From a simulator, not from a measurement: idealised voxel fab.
Proc. module: voxel self aligned contacts
Section shown: cut. Width: 180 nm. Cell size: 5 nm, square.
Just so we're on the same page, the cross-sections are grids of square cells, and they're listed out in bands top to bottom, each band one or more rows deep. Each band's line starts with the height of the band's top and of its bottom, in nm. Then come its materials from left to right, each with its width in nm. One material with "edge to edge" fills the band from edge to edge. "blank" is empty space. Beneath 0, the wafer as received is one material, and that level is where height counting begins. The lowest band goes on downward without a bottom; it is written like "z 0 and below". Width "30 to 40": first value at the band's top row of cells, second value at its bottom row, equal change from row to row. "same as before" (step): cross-section cells unchanged, all of them. "Closed cavities" - sealed voids, min. 8 cells, no opening to top; format: width x height at distance (distance from left edge; nm throughout). Where a step's line continues beyond its settings, the continuation is a remark by the simulator itself on that step. overlay nm: mask offset rightward from planned place, masked step; negative means leftward offset.
The following list gives the planned process steps
| 1 | RECEIVE: material Si |
| 2 | OXIDIZE: depth nm 5 |
| 3 | DIRECTIONAL_DEP: material polySi, thk nm 25 |
| 4 | DIRECTIONAL_DEP: material SiN, thk nm 15 |
| 5 | PATTERN: tone cover, mask id GATE, material resist, width nm 30, pitch nm 60, thk nm 20, overlay nm 0 |
| 6 | DIRECTIONAL_ETCH: etch materials SiN, depth nm 15 |
| 7 | DIRECTIONAL_ETCH: etch materials polySi, depth nm 25 |
| 8 | STRIP: etch materials resist |
| 9 | CONFORMAL_DEP: material SiN, thk nm 5 |
| 10 | DIRECTIONAL_ETCH: etch materials SiN, depth nm 5 |
| 11 | FILL_DEP: material SiO2, thk nm 15 |
| 12 | CMP: height nm 50 |
| 13 | MASKED_ETCH: tone open, mask id CONTACT, width nm 30, etch materials SiO2, depth nm 55, overlay nm 0 |
| 14 | CONFORMAL_DEP: material TiN, thk nm 5 |
| 15 | FILL_DEP: material W, thk nm 5 |
| 16 | CMP: height nm 50 |
| 17 | CONFORMAL_DEP: material SiCN, thk nm 5 |
The plan's step 13 width nm is the first wafer's value; the wafers differ in this setting and start identical.
First wafer as received, after step 1
    z 0 and below  Si edge to edge
    Closed cavities: none
End of module, by wafer: material-by-material cell gain (+) or loss (-) since receipt, then closed voids
width nm 30; -36 Si; +36 SiCN; +68 SiN; +220 SiO2; +26 TiN; +22 W; +60 polySi; Closed cavities: none
width nm 35; -36 Si; +36 SiCN; +68 SiN; +218 SiO2; +27 TiN; +23 W; +60 polySi; Closed cavities: none
width nm 40; -36 Si; +36 SiCN; +68 SiN; +216 SiO2; +28 TiN; +24 W; +60 polySi; Closed cavities: none
width nm 45; -36 Si; +36 SiCN; +68 SiN; +214 SiO2; +29 TiN; +25 W; +60 polySi; Closed cavities: none
width nm 50; -36 Si; +36 SiCN; +68 SiN; +212 SiO2; +30 TiN; +26 W; +60 polySi; Closed cavities: none
width nm 55; -36 Si; +36 SiCN; +68 SiN; +210 SiO2; +31 TiN; +27 W; +60 polySi; Closed cavities: none
